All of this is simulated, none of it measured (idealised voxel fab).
Title: Process Module voxel transistor to metal
The figure presents cross-section cut, which has a width of 205 nm and is divided into square cells with an edge length of 5 nm.
When this document writes out a cross-section, it uses a grid of square cells and lists it as bands, beginning at the top and moving down, with a band standing for one or more rows of cells.
For a band, the entry starts with two heights in nm, that of the top and then that of the bottom, and carries on with the band's materials in order from left to right, each alongside its width in nm; the word "all across" beside a single material means it fills the band edge to edge, and "blank" means empty space.
Heads up on the height convention: 0 is the point under which the incoming wafer is all one material, and the lowest band has no bottom, it just keeps going down, like "z 0 and below".
The expression "30..40" gives the width at the extremes of the band, the first number at its top row of cells and the second at its bottom row, with the width changing by equal amounts from each row to the next in between.
For the purposes of this document, the phrase "no alteration" attached to a step denotes that no cell within the cross-section was modified by that step.
Look at "Tabulated closed voids" for the closed voids: empty spaces with no open path to the top, sized 8 cells or up. Each is width x height at distance, distance from the left edge, all nm.
Past the settings on a step's line: simulator remark, on that step.
You can add "overlay nm" to a step's line. For a step with a mask, it describes how far the mask lay to the right of its planned position, and a negative number describes a lay to the left.

Here's what the planned process steps look like:
1 RECEIVE (material Si)
2 CONFORMAL_DEP (material SiO2; thk nm 5)
3 CONFORMAL_DEP (material SiN; thk nm 15)
4 DIRECTIONAL_DEP (material aC; thk nm 15)
5 PATTERN (tone cover; mask id ACTIVE; material resist; width nm 115; thk nm 35; overlay nm 0)
6 DIRECTIONAL_ETCH (etch materials aC; depth nm 15)
7 STRIP (etch materials resist)
8 DIRECTIONAL_ETCH (etch materials SiN; depth nm 15)
9 DIRECTIONAL_ETCH (etch materials SiO2; depth nm 5)
10 DIRECTIONAL_ETCH (etch materials Si; depth nm 30)
11 STRIP (etch materials aC)
12 OXIDIZE (depth nm 5)
13 FILL_DEP (material SiO2; thk nm 5)
14 CMP (height nm 20)
15 SELECTIVE_ETCH (etch materials SiO2; depth nm 15)
16 STRIP (etch materials SiN)
17 SELECTIVE_ETCH (etch materials SiO2; depth nm 5)
18 OXIDIZE (depth nm 5)
19 DIRECTIONAL_DEP (material polySi; thk nm 20)
20 DIRECTIONAL_DEP (material SiCN; thk nm 15)
21 PATTERN (tone cover; mask id GATE; material resist; width nm 25; thk nm 20; overlay nm 0)
22 DIRECTIONAL_ETCH (etch materials SiCN; depth nm 25)
23 DIRECTIONAL_ETCH (etch materials polySi; depth nm 30)
24 STRIP (etch materials resist)
25 CONFORMAL_DEP (material SiO2; thk nm 5)
26 DIRECTIONAL_ETCH (etch materials SiO2; depth nm 5)
27 CONFORMAL_DEP (material SiN; thk nm 5)
28 DIRECTIONAL_ETCH (etch materials SiN; depth nm 5)
29 DIRECTIONAL_ETCH (etch materials SiO2; depth nm 5)
30 DIRECTIONAL_ETCH (etch materials Si; depth nm 10)
31 EPI (material pSi; thk nm 15)
32 FILL_DEP (material SiO2; thk nm 5)
33 CMP (height nm 35)
34 DIRECTIONAL_DEP (material SiO2; thk nm 15)
35 PATTERN (tone open; mask id CONTACT; material resist; width nm 20; pitch nm 75; thk nm 20; overlay nm 0)
36 DIRECTIONAL_ETCH (etch materials SiO2; depth nm 50)
37 STRIP (etch materials resist)
38 CONFORMAL_DEP (material TiN; thk nm 5)
39 FILL_DEP (material Ru; thk nm 5)
40 CMP (height nm 50)
41 CONFORMAL_DEP (material SiN; thk nm 5)
42 DIRECTIONAL_DEP (material lowk; thk nm 15)
43 PATTERN (tone open; mask id METAL_1; material resist; width nm 20; pitch nm 75; thk nm 15; overlay nm 0)
44 DIRECTIONAL_ETCH (etch materials lowk; depth nm 15)
45 DIRECTIONAL_ETCH (etch materials SiN; depth nm 5)
46 STRIP (etch materials resist)
47 CONFORMAL_DEP (material TiN; thk nm 5)
48 FILL_DEP (material W; thk nm 5)
49 CMP (height nm 70)
50 CONFORMAL_DEP (material SiN; thk nm 5)

Run as planned: first of two wafers:

Incoming wafer, cross-sectional view, post step 1:
	z 0 and below  Si all across
	Tabulated closed voids: none

The wafer in cross-section once step 2 is complete:
	z 5 to 0  SiO2 all across
	Heights below 0 show no change.

The wafer in cross-section once step 3 is complete:
	z 20 to 5  SiN all across
	Heights below 5 show no change.

The wafer in cross-section once step 4 is complete:
	z 35 to 20  aC all across
	Heights below 20 show no change.

The wafer in cross-section once step 5 is complete:
	z 70 to 35  blank=45, then resist=115, then blank=45
	Heights below 35 show no change.

The wafer in cross-section once step 6 is complete:
	z 55 to 35  blank=45, then resist=115, then blank=45
	z 35 to 20  blank=45, then aC=115, then blank=45
	Heights below 20 show no change.

The wafer in cross-section once step 7 is complete:
	z 35 to 20  blank=45, then aC=115, then blank=45
	Heights below 20 show no change.

The wafer in cross-section once step 8 is complete:
	z 35 to 20  blank=45, then aC=115, then blank=45
	z 20 to 5  blank=45, then SiN=115, then blank=45
	Heights below 5 show no change.

The wafer in cross-section once step 9 is complete:
	z 35 to 20  blank=45, then aC=115, then blank=45
	z 20 to 5  blank=45, then SiN=115, then blank=45
	z 5 to 0  blank=45, then SiO2=115, then blank=45
	Heights below 0 show no change.

The wafer in cross-section once step 10 is complete:
	z 35 to 20  blank=45, then aC=115, then blank=45
	z 20 to 5  blank=45, then SiN=115, then blank=45
	z 5 to 0  blank=45, then SiO2=115, then blank=45
	z 0 to -30  blank=45, then Si=115, then blank=45
	Heights below -30 show no change.

The wafer in cross-section once step 11 is complete:
	z 20 to 5  blank=45, then SiN=115, then blank=45
	Heights below 5 show no change.

The wafer in cross-section once step 12 is complete:
	z 20 to 5  blank=45, then SiN=115, then blank=45
	z 5 to 0  blank=45, then SiO2=115, then blank=45
	z 0 to -30  blank=45, then SiO2=5, then Si=105, then SiO2=5, then blank=45
	z -30 to -35  SiO2=50, then Si=105, then SiO2=50
	Heights below -35 show no change.

The wafer in cross-section once step 13 is complete:
	z 25 to 20  SiO2 all across
	z 20 to 5  SiO2=45, then SiN=115, then SiO2=45
	z 5 to 0  SiO2 all across
	z 0 to -35  SiO2=50, then Si=105, then SiO2=50
	Heights below -35 show no change.

The wafer in cross-section once step 14 is complete:
	z 20 to 5  SiO2=45, then SiN=115, then SiO2=45
	Heights below 5 show no change.

The wafer in cross-section once step 15 is complete:
	z 20 to 5  blank=45, then SiN=115, then blank=45
	Heights below 5 show no change.

The wafer in cross-section once step 16 is complete:
	z 5 to 0  SiO2 all across
	Heights below 0 show no change.

The wafer in cross-section once step 17 is complete:
	z 0 to -35  SiO2=50, then Si=105, then SiO2=50
	Heights below -35 show no change.

The wafer in cross-section once step 18 is complete:
	z 0 to -5  SiO2 all across
	Heights below -5 show no change.

The wafer in cross-section once step 19 is complete:
	z 20 to 0  polySi all across
	Heights below 0 show no change.

The wafer in cross-section once step 20 is complete:
	z 35 to 20  SiCN all across
	Heights below 20 show no change.

The wafer in cross-section once step 21 is complete:
	z 55 to 35  blank=90, then resist=25, then blank=90
	Heights below 35 show no change.

The wafer in cross-section once step 22 is complete:
	z 55 to 35  blank=90, then resist=25, then blank=90
	z 35 to 20  blank=90, then SiCN=25, then blank=90
	Heights below 20 show no change.

The wafer in cross-section once step 23 is complete:
	z 55 to 35  blank=90, then resist=25, then blank=90
	z 35 to 20  blank=90, then SiCN=25, then blank=90
	z 20 to 0  blank=90, then polySi=25, then blank=90
	Heights below 0 show no change.

The wafer in cross-section once step 24 is complete:
	z 35 to 20  blank=90, then SiCN=25, then blank=90
	Heights below 20 show no change.

The wafer in cross-section once step 25 is complete:
	z 40 to 35  blank=85, then SiO2=35, then blank=85
	z 35 to 20  blank=85, then SiO2=5, then SiCN=25, then SiO2=5, then blank=85
	z 20 to 5  blank=85, then SiO2=5, then polySi=25, then SiO2=5, then blank=85
	z 5 to 0  SiO2=90, then polySi=25, then SiO2=90
	Heights below 0 show no change.

The wafer in cross-section once step 26 is complete:
	z 35 to 20  blank=85, then SiO2=5, then SiCN=25, then SiO2=5, then blank=85
	z 20 to 0  blank=85, then SiO2=5, then polySi=25, then SiO2=5, then blank=85
	Heights below 0 show no change.

The wafer in cross-section once step 27 is complete:
	z 40 to 35  blank=80, then SiN=45, then blank=80
	z 35 to 20  blank=80, then SiN=5, then SiO2=5, then SiCN=25, then SiO2=5, then SiN=5, then blank=80
	z 20 to 5  blank=80, then SiN=5, then SiO2=5, then polySi=25, then SiO2=5, then SiN=5, then blank=80
	z 5 to 0  SiN=85, then SiO2=5, then polySi=25, then SiO2=5, then SiN=85
	Heights below 0 show no change.

The wafer in cross-section once step 28 is complete:
	z 35 to 20  blank=80, then SiN=5, then SiO2=5, then SiCN=25, then SiO2=5, then SiN=5, then blank=80
	z 20 to 0  blank=80, then SiN=5, then SiO2=5, then polySi=25, then SiO2=5, then SiN=5, then blank=80
	Heights below 0 show no change.

The wafer in cross-section once step 29 is complete:
	z 35 to 30  blank=80, then SiN=5, then blank=5, then SiCN=25, then blank=5, then SiN=5, then blank=80
	z 30 to 20  blank=80, then SiN=5, then SiO2=5, then SiCN=25, then SiO2=5, then SiN=5, then blank=80
	z 20 to 0  blank=80, then SiN=5, then SiO2=5, then polySi=25, then SiO2=5, then SiN=5, then blank=80
	z 0 to -5  blank=80, then SiO2=45, then blank=80
	Heights below -5 show no change.

The wafer in cross-section once step 30 is complete:
	z 35 to 30  blank=80, then SiN=5, then blank=5, then SiCN=25, then blank=5, then SiN=5, then blank=80
	z 30 to 20  blank=80, then SiN=5, then SiO2=5, then SiCN=25, then SiO2=5, then SiN=5, then blank=80
	z 20 to 0  blank=80, then SiN=5, then SiO2=5, then polySi=25, then SiO2=5, then SiN=5, then blank=80
	z 0 to -5  blank=80, then SiO2=45, then blank=80
	z -5 to -15  SiO2=50, then blank=30, then Si=45, then blank=30, then SiO2=50
	Heights below -15 show no change.

The wafer in cross-section once step 31 is complete:
	z 35 to 30  blank=80, then SiN=5, then blank=5, then SiCN=25, then blank=5, then SiN=5, then blank=80
	z 30 to 20  blank=80, then SiN=5, then SiO2=5, then SiCN=25, then SiO2=5, then SiN=5, then blank=80
	z 20 to 10  blank=80, then SiN=5, then SiO2=5, then polySi=25, then SiO2=5, then SiN=5, then blank=80
	z 10 to 0  blank=65, then pSi=15, then SiN=5, then SiO2=5, then polySi=25, then SiO2=5, then SiN=5, then pSi=15, then blank=65
	z 0 to -5  blank=45, then pSi=35, then SiO2=45, then pSi=35, then blank=45
	z -5 to -15  SiO2=50, then pSi=30, then Si=45, then pSi=30, then SiO2=50
	Heights below -15 show no change.

The wafer in cross-section once step 32 is complete:
	z 40 to 35  SiO2 all across
	z 35 to 20  SiO2=80, then SiN=5, then SiO2=5, then SiCN=25, then SiO2=5, then SiN=5, then SiO2=80
	z 20 to 10  SiO2=80, then SiN=5, then SiO2=5, then polySi=25, then SiO2=5, then SiN=5, then SiO2=80
	z 10 to 0  SiO2=65, then pSi=15, then SiN=5, then SiO2=5, then polySi=25, then SiO2=5, then SiN=5, then pSi=15, then SiO2=65
	z 0 to -5  SiO2=45, then pSi=35, then SiO2=45, then pSi=35, then SiO2=45
	Heights below -5 show no change.

The wafer in cross-section once step 33 is complete:
	z 35 to 20  SiO2=80, then SiN=5, then SiO2=5, then SiCN=25, then SiO2=5, then SiN=5, then SiO2=80
	Heights below 20 show no change.

The wafer in cross-section once step 34 is complete:
	z 50 to 35  SiO2 all across
	Heights below 35 show no change.

The wafer in cross-section once step 35 is complete:
	z 70 to 50  resist=55, then blank=20, then resist=55, then blank=20, then resist=55
	Heights below 50 show no change.

The wafer in cross-section once step 36 is complete:
	z 70 to 50  resist=55, then blank=20, then resist=55, then blank=20, then resist=55
	z 50 to 35  SiO2=55, then blank=20, then SiO2=55, then blank=20, then SiO2=55
	z 35 to 20  SiO2=55, then blank=20, then SiO2=5, then SiN=5, then SiO2=5, then SiCN=25, then SiO2=5, then SiN=5, then SiO2=5, then blank=20, then SiO2=55
	z 20 to 10  SiO2=55, then blank=20, then SiO2=5, then SiN=5, then SiO2=5, then polySi=25, then SiO2=5, then SiN=5, then SiO2=5, then blank=20, then SiO2=55
	z 10 to 0  SiO2=55, then blank=10, then pSi=15, then SiN=5, then SiO2=5, then polySi=25, then SiO2=5, then SiN=5, then pSi=15, then blank=10, then SiO2=55
	Heights below 0 show no change.

The wafer in cross-section once step 37 is complete:
	z 50 to 35  SiO2=55, then blank=20, then SiO2=55, then blank=20, then SiO2=55
	Heights below 35 show no change.

The wafer in cross-section once step 38 is complete:
	z 55 to 50  TiN=60, then blank=10, then TiN=65, then blank=10, then TiN=60
	z 50 to 35  SiO2=55, then TiN=5, then blank=10, then TiN=5, then SiO2=55, then TiN=5, then blank=10, then TiN=5, then SiO2=55
	z 35 to 20  SiO2=55, then TiN=5, then blank=10, then TiN=5, then SiO2=5, then SiN=5, then SiO2=5, then SiCN=25, then SiO2=5, then SiN=5, then SiO2=5, then TiN=5, then blank=10, then TiN=5, then SiO2=55
	z 20 to 15  SiO2=55, then TiN=5, then blank=10, then TiN=5, then SiO2=5, then SiN=5, then SiO2=5, then polySi=25, then SiO2=5, then SiN=5, then SiO2=5, then TiN=5, then blank=10, then TiN=5, then SiO2=55
	z 15 to 10  SiO2=55, then TiN=20, then SiO2=5, then SiN=5, then SiO2=5, then polySi=25, then SiO2=5, then SiN=5, then SiO2=5, then TiN=20, then SiO2=55
	z 10 to 0  SiO2=55, then TiN=10, then pSi=15, then SiN=5, then SiO2=5, then polySi=25, then SiO2=5, then SiN=5, then pSi=15, then TiN=10, then SiO2=55
	Heights below 0 show no change.

The wafer in cross-section once step 39 is complete:
	z 60 to 55  Ru all across
	z 55 to 50  TiN=60, then Ru=10, then TiN=65, then Ru=10, then TiN=60
	z 50 to 35  SiO2=55, then TiN=5, then Ru=10, then TiN=5, then SiO2=55, then TiN=5, then Ru=10, then TiN=5, then SiO2=55
	z 35 to 20  SiO2=55, then TiN=5, then Ru=10, then TiN=5, then SiO2=5, then SiN=5, then SiO2=5, then SiCN=25, then SiO2=5, then SiN=5, then SiO2=5, then TiN=5, then Ru=10, then TiN=5, then SiO2=55
	z 20 to 15  SiO2=55, then TiN=5, then Ru=10, then TiN=5, then SiO2=5, then SiN=5, then SiO2=5, then polySi=25, then SiO2=5, then SiN=5, then SiO2=5, then TiN=5, then Ru=10, then TiN=5, then SiO2=55
	Heights below 15 show no change.

The wafer in cross-section once step 40 is complete:
	z 50 to 35  SiO2=55, then TiN=5, then Ru=10, then TiN=5, then SiO2=55, then TiN=5, then Ru=10, then TiN=5, then SiO2=55
	Heights below 35 show no change.

The wafer in cross-section once step 41 is complete:
	z 55 to 50  SiN all across
	Heights below 50 show no change.

The wafer in cross-section once step 42 is complete:
	z 70 to 55  lowk all across
	Heights below 55 show no change.

The wafer in cross-section once step 43 is complete:
	z 85 to 70  resist=55, then blank=20, then resist=55, then blank=20, then resist=55
	Heights below 70 show no change.

The wafer in cross-section once step 44 is complete:
	z 85 to 70  resist=55, then blank=20, then resist=55, then blank=20, then resist=55
	z 70 to 55  lowk=55, then blank=20, then lowk=55, then blank=20, then lowk=55
	Heights below 55 show no change.

The wafer in cross-section once step 45 is complete:
	z 85 to 70  resist=55, then blank=20, then resist=55, then blank=20, then resist=55
	z 70 to 55  lowk=55, then blank=20, then lowk=55, then blank=20, then lowk=55
	z 55 to 50  SiN=55, then blank=20, then SiN=55, then blank=20, then SiN=55
	Heights below 50 show no change.

The wafer in cross-section once step 46 is complete:
	z 70 to 55  lowk=55, then blank=20, then lowk=55, then blank=20, then lowk=55
	Heights below 55 show no change.

The wafer in cross-section once step 47 is complete:
	z 75 to 70  TiN=60, then blank=10, then TiN=65, then blank=10, then TiN=60
	z 70 to 55  lowk=55, then TiN=5, then blank=10, then TiN=5, then lowk=55, then TiN=5, then blank=10, then TiN=5, then lowk=55
	z 55 to 50  SiN=55, then TiN=20, then SiN=55, then TiN=20, then SiN=55
	Heights below 50 show no change.

The wafer in cross-section once step 48 is complete:
	z 80 to 75  W all across
	z 75 to 70  TiN=60, then W=10, then TiN=65, then W=10, then TiN=60
	z 70 to 55  lowk=55, then TiN=5, then W=10, then TiN=5, then lowk=55, then TiN=5, then W=10, then TiN=5, then lowk=55
	Heights below 55 show no change.

The wafer in cross-section once step 49 is complete:
	z 70 to 55  lowk=55, then TiN=5, then W=10, then TiN=5, then lowk=55, then TiN=5, then W=10, then TiN=5, then lowk=55
	Heights below 55 show no change.

The wafer in cross-section once step 50 is complete:
	z 75 to 70  SiN all across
	Heights below 70 show no change.

Wafer two: like wafer one in start and plan, but with one mistake in execution; identical up to and including step 4:

Second wafer, cut view, end of step 5 per plan:
	z 70 to 35  blank=35, then resist=115, then blank=55
	Heights below 35 show no change.

Second wafer, cut view, end of step 6 per plan:
	z 55 to 35  blank=35, then resist=115, then blank=55
	z 35 to 20  blank=35, then aC=115, then blank=55
	Heights below 20 show no change.

Second wafer, cut view, end of step 7 per plan:
	z 35 to 20  blank=35, then aC=115, then blank=55
	Heights below 20 show no change.

Second wafer, cut view, end of step 8 per plan:
	z 35 to 20  blank=35, then aC=115, then blank=55
	z 20 to 5  blank=35, then SiN=115, then blank=55
	Heights below 5 show no change.

Second wafer, cut view, end of step 9 per plan:
	z 35 to 20  blank=35, then aC=115, then blank=55
	z 20 to 5  blank=35, then SiN=115, then blank=55
	z 5 to 0  blank=35, then SiO2=115, then blank=55
	Heights below 0 show no change.

Second wafer, cut view, end of step 10 per plan:
	z 35 to 20  blank=35, then aC=115, then blank=55
	z 20 to 5  blank=35, then SiN=115, then blank=55
	z 5 to 0  blank=35, then SiO2=115, then blank=55
	z 0 to -30  blank=35, then Si=115, then blank=55
	Heights below -30 show no change.

Second wafer, cut view, end of step 11 per plan:
	z 20 to 5  blank=35, then SiN=115, then blank=55
	Heights below 5 show no change.

Second wafer, cut view, end of step 12 per plan:
	z 20 to 5  blank=35, then SiN=115, then blank=55
	z 5 to 0  blank=35, then SiO2=115, then blank=55
	z 0 to -30  blank=35, then SiO2=5, then Si=105, then SiO2=5, then blank=55
	z -30 to -35  SiO2=40, then Si=105, then SiO2=60
	Heights below -35 show no change.

Second wafer, cut view, end of step 13 per plan:
	z 25 to 20  SiO2 all across
	z 20 to 5  SiO2=35, then SiN=115, then SiO2=55
	z 5 to 0  SiO2 all across
	z 0 to -35  SiO2=40, then Si=105, then SiO2=60
	Heights below -35 show no change.

Second wafer, cut view, end of step 14 per plan:
	z 20 to 5  SiO2=35, then SiN=115, then SiO2=55
	Heights below 5 show no change.

Second wafer, cut view, end of step 15 per plan:
	z 20 to 5  blank=35, then SiN=115, then blank=55
	Heights below 5 show no change.

Second wafer, cut view, end of step 16 per plan:
	z 5 to 0  SiO2 all across
	Heights below 0 show no change.

Second wafer, cut view, end of step 17 per plan:
	z 0 to -35  SiO2=40, then Si=105, then SiO2=60
	Heights below -35 show no change.

Second wafer, cut view, end of step 18 per plan:
	z 0 to -5  SiO2 all across
	Heights below -5 show no change.

Second wafer, cut view, end of step 19 per plan:
	z 20 to 0  polySi all across
	Heights below 0 show no change.

Second wafer, cut view, end of step 20 per plan:
	z 35 to 20  SiCN all across
	Heights below 20 show no change.

Second wafer, cut view, end of step 21 per plan:
	z 55 to 35  blank=90, then resist=25, then blank=90
	Heights below 35 show no change.

Second wafer, cut view, end of step 22 per plan:
	z 55 to 35  blank=90, then resist=25, then blank=90
	z 35 to 20  blank=90, then SiCN=25, then blank=90
	Heights below 20 show no change.

Second wafer, cut view, end of step 23 per plan:
	z 55 to 35  blank=90, then resist=25, then blank=90
	z 35 to 20  blank=90, then SiCN=25, then blank=90
	z 20 to 0  blank=90, then polySi=25, then blank=90
	Heights below 0 show no change.

Second wafer, cut view, end of step 24 per plan:
	z 35 to 20  blank=90, then SiCN=25, then blank=90
	Heights below 20 show no change.

Second wafer, cut view, end of step 25 per plan:
	z 40 to 35  blank=85, then SiO2=35, then blank=85
	z 35 to 20  blank=85, then SiO2=5, then SiCN=25, then SiO2=5, then blank=85
	z 20 to 5  blank=85, then SiO2=5, then polySi=25, then SiO2=5, then blank=85
	z 5 to 0  SiO2=90, then polySi=25, then SiO2=90
	Heights below 0 show no change.

Second wafer, cut view, end of step 26 per plan:
	z 35 to 20  blank=85, then SiO2=5, then SiCN=25, then SiO2=5, then blank=85
	z 20 to 0  blank=85, then SiO2=5, then polySi=25, then SiO2=5, then blank=85
	Heights below 0 show no change.

Second wafer, cut view, end of step 27 per plan:
	z 40 to 35  blank=80, then SiN=45, then blank=80
	z 35 to 20  blank=80, then SiN=5, then SiO2=5, then SiCN=25, then SiO2=5, then SiN=5, then blank=80
	z 20 to 5  blank=80, then SiN=5, then SiO2=5, then polySi=25, then SiO2=5, then SiN=5, then blank=80
	z 5 to 0  SiN=85, then SiO2=5, then polySi=25, then SiO2=5, then SiN=85
	Heights below 0 show no change.

Second wafer, cut view, end of step 28 per plan:
	z 35 to 20  blank=80, then SiN=5, then SiO2=5, then SiCN=25, then SiO2=5, then SiN=5, then blank=80
	z 20 to 0  blank=80, then SiN=5, then SiO2=5, then polySi=25, then SiO2=5, then SiN=5, then blank=80
	Heights below 0 show no change.

Second wafer, cut view, end of step 29 per plan:
	z 35 to 30  blank=80, then SiN=5, then blank=5, then SiCN=25, then blank=5, then SiN=5, then blank=80
	z 30 to 20  blank=80, then SiN=5, then SiO2=5, then SiCN=25, then SiO2=5, then SiN=5, then blank=80
	z 20 to 0  blank=80, then SiN=5, then SiO2=5, then polySi=25, then SiO2=5, then SiN=5, then blank=80
	z 0 to -5  blank=80, then SiO2=45, then blank=80
	Heights below -5 show no change.

Second wafer, cut view, end of step 30 per plan:
	z 35 to 30  blank=80, then SiN=5, then blank=5, then SiCN=25, then blank=5, then SiN=5, then blank=80
	z 30 to 20  blank=80, then SiN=5, then SiO2=5, then SiCN=25, then SiO2=5, then SiN=5, then blank=80
	z 20 to 0  blank=80, then SiN=5, then SiO2=5, then polySi=25, then SiO2=5, then SiN=5, then blank=80
	z 0 to -5  blank=80, then SiO2=45, then blank=80
	z -5 to -15  SiO2=40, then blank=40, then Si=45, then blank=20, then SiO2=60
	Heights below -15 show no change.

Second wafer, cut view, end of step 31 per plan:
	z 35 to 30  blank=80, then SiN=5, then blank=5, then SiCN=25, then blank=5, then SiN=5, then blank=80
	z 30 to 20  blank=80, then SiN=5, then SiO2=5, then SiCN=25, then SiO2=5, then SiN=5, then blank=80
	z 20 to 10  blank=80, then SiN=5, then SiO2=5, then polySi=25, then SiO2=5, then SiN=5, then blank=80
	z 10 to 0  blank=65, then pSi=15, then SiN=5, then SiO2=5, then polySi=25, then SiO2=5, then SiN=5, then pSi=15, then blank=65
	z 0 to -5  blank=35, then pSi=45, then SiO2=45, then pSi=25, then blank=55
	z -5 to -15  SiO2=40, then pSi=40, then Si=45, then pSi=20, then SiO2=60
	Heights below -15 show no change.

Second wafer, cut view, end of step 32 per plan:
	z 40 to 35  SiO2 all across
	z 35 to 20  SiO2=80, then SiN=5, then SiO2=5, then SiCN=25, then SiO2=5, then SiN=5, then SiO2=80
	z 20 to 10  SiO2=80, then SiN=5, then SiO2=5, then polySi=25, then SiO2=5, then SiN=5, then SiO2=80
	z 10 to 0  SiO2=65, then pSi=15, then SiN=5, then SiO2=5, then polySi=25, then SiO2=5, then SiN=5, then pSi=15, then SiO2=65
	z 0 to -5  SiO2=35, then pSi=45, then SiO2=45, then pSi=25, then SiO2=55
	Heights below -5 show no change.

Second wafer, cut view, end of step 33 per plan:
	z 35 to 20  SiO2=80, then SiN=5, then SiO2=5, then SiCN=25, then SiO2=5, then SiN=5, then SiO2=80
	Heights below 20 show no change.

Second wafer, cut view, end of step 34 per plan:
	z 50 to 35  SiO2 all across
	Heights below 35 show no change.

Second wafer, cut view, end of step 35 per plan:
	z 70 to 50  resist=55, then blank=20, then resist=55, then blank=20, then resist=55
	Heights below 50 show no change.

Second wafer, cut view, end of step 36 per plan:
	z 70 to 50  resist=55, then blank=20, then resist=55, then blank=20, then resist=55
	z 50 to 35  SiO2=55, then blank=20, then SiO2=55, then blank=20, then SiO2=55
	z 35 to 20  SiO2=55, then blank=20, then SiO2=5, then SiN=5, then SiO2=5, then SiCN=25, then SiO2=5, then SiN=5, then SiO2=5, then blank=20, then SiO2=55
	z 20 to 10  SiO2=55, then blank=20, then SiO2=5, then SiN=5, then SiO2=5, then polySi=25, then SiO2=5, then SiN=5, then SiO2=5, then blank=20, then SiO2=55
	z 10 to 0  SiO2=55, then blank=10, then pSi=15, then SiN=5, then SiO2=5, then polySi=25, then SiO2=5, then SiN=5, then pSi=15, then blank=10, then SiO2=55
	Heights below 0 show no change.

Second wafer, cut view, end of step 37 per plan:
	z 50 to 35  SiO2=55, then blank=20, then SiO2=55, then blank=20, then SiO2=55
	Heights below 35 show no change.

Second wafer, cut view, end of step 38 per plan:
	z 55 to 50  TiN=60, then blank=10, then TiN=65, then blank=10, then TiN=60
	z 50 to 35  SiO2=55, then TiN=5, then blank=10, then TiN=5, then SiO2=55, then TiN=5, then blank=10, then TiN=5, then SiO2=55
	z 35 to 20  SiO2=55, then TiN=5, then blank=10, then TiN=5, then SiO2=5, then SiN=5, then SiO2=5, then SiCN=25, then SiO2=5, then SiN=5, then SiO2=5, then TiN=5, then blank=10, then TiN=5, then SiO2=55
	z 20 to 15  SiO2=55, then TiN=5, then blank=10, then TiN=5, then SiO2=5, then SiN=5, then SiO2=5, then polySi=25, then SiO2=5, then SiN=5, then SiO2=5, then TiN=5, then blank=10, then TiN=5, then SiO2=55
	z 15 to 10  SiO2=55, then TiN=20, then SiO2=5, then SiN=5, then SiO2=5, then polySi=25, then SiO2=5, then SiN=5, then SiO2=5, then TiN=20, then SiO2=55
	z 10 to 0  SiO2=55, then TiN=10, then pSi=15, then SiN=5, then SiO2=5, then polySi=25, then SiO2=5, then SiN=5, then pSi=15, then TiN=10, then SiO2=55
	Heights below 0 show no change.

Second wafer, cut view, end of step 39 per plan:
	z 60 to 55  Ru all across
	z 55 to 50  TiN=60, then Ru=10, then TiN=65, then Ru=10, then TiN=60
	z 50 to 35  SiO2=55, then TiN=5, then Ru=10, then TiN=5, then SiO2=55, then TiN=5, then Ru=10, then TiN=5, then SiO2=55
	z 35 to 20  SiO2=55, then TiN=5, then Ru=10, then TiN=5, then SiO2=5, then SiN=5, then SiO2=5, then SiCN=25, then SiO2=5, then SiN=5, then SiO2=5, then TiN=5, then Ru=10, then TiN=5, then SiO2=55
	z 20 to 15  SiO2=55, then TiN=5, then Ru=10, then TiN=5, then SiO2=5, then SiN=5, then SiO2=5, then polySi=25, then SiO2=5, then SiN=5, then SiO2=5, then TiN=5, then Ru=10, then TiN=5, then SiO2=55
	Heights below 15 show no change.

Second wafer, cut view, end of step 40 per plan:
	z 50 to 35  SiO2=55, then TiN=5, then Ru=10, then TiN=5, then SiO2=55, then TiN=5, then Ru=10, then TiN=5, then SiO2=55
	Heights below 35 show no change.

Second wafer, cut view, end of step 41 per plan:
	z 55 to 50  SiN all across
	Heights below 50 show no change.

Second wafer, cut view, end of step 42 per plan:
	z 70 to 55  lowk all across
	Heights below 55 show no change.

Second wafer, cut view, end of step 43 per plan:
	z 85 to 70  resist=55, then blank=20, then resist=55, then blank=20, then resist=55
	Heights below 70 show no change.

Second wafer, cut view, end of step 44 per plan:
	z 85 to 70  resist=55, then blank=20, then resist=55, then blank=20, then resist=55
	z 70 to 55  lowk=55, then blank=20, then lowk=55, then blank=20, then lowk=55
	Heights below 55 show no change.

Second wafer, cut view, end of step 45 per plan:
	z 85 to 70  resist=55, then blank=20, then resist=55, then blank=20, then resist=55
	z 70 to 55  lowk=55, then blank=20, then lowk=55, then blank=20, then lowk=55
	z 55 to 50  SiN=55, then blank=20, then SiN=55, then blank=20, then SiN=55
	Heights below 50 show no change.

Second wafer, cut view, end of step 46 per plan:
	z 70 to 55  lowk=55, then blank=20, then lowk=55, then blank=20, then lowk=55
	Heights below 55 show no change.

Second wafer, cut view, end of step 47 per plan:
	z 75 to 70  TiN=60, then blank=10, then TiN=65, then blank=10, then TiN=60
	z 70 to 55  lowk=55, then TiN=5, then blank=10, then TiN=5, then lowk=55, then TiN=5, then blank=10, then TiN=5, then lowk=55
	z 55 to 50  SiN=55, then TiN=20, then SiN=55, then TiN=20, then SiN=55
	Heights below 50 show no change.

Second wafer, cut view, end of step 48 per plan:
	z 80 to 75  W all across
	z 75 to 70  TiN=60, then W=10, then TiN=65, then W=10, then TiN=60
	z 70 to 55  lowk=55, then TiN=5, then W=10, then TiN=5, then lowk=55, then TiN=5, then W=10, then TiN=5, then lowk=55
	Heights below 55 show no change.

Second wafer, cut view, end of step 49 per plan:
	z 70 to 55  lowk=55, then TiN=5, then W=10, then TiN=5, then lowk=55, then TiN=5, then W=10, then TiN=5, then lowk=55
	Heights below 55 show no change.

Second wafer, cut view, end of step 50 per plan:
	z 75 to 70  SiN all across
	Heights below 70 show no change.
Run error: it should be noted that step 5 was executed with settings other than those planned, the operation and settings actually applied being PATTERN (tone cover; mask id ACTIVE; material resist; width nm 115; thk nm 35; overlay nm -10)
At the end, the second wafer has the same number of cells of each material as the first, but those cells sit in other places.
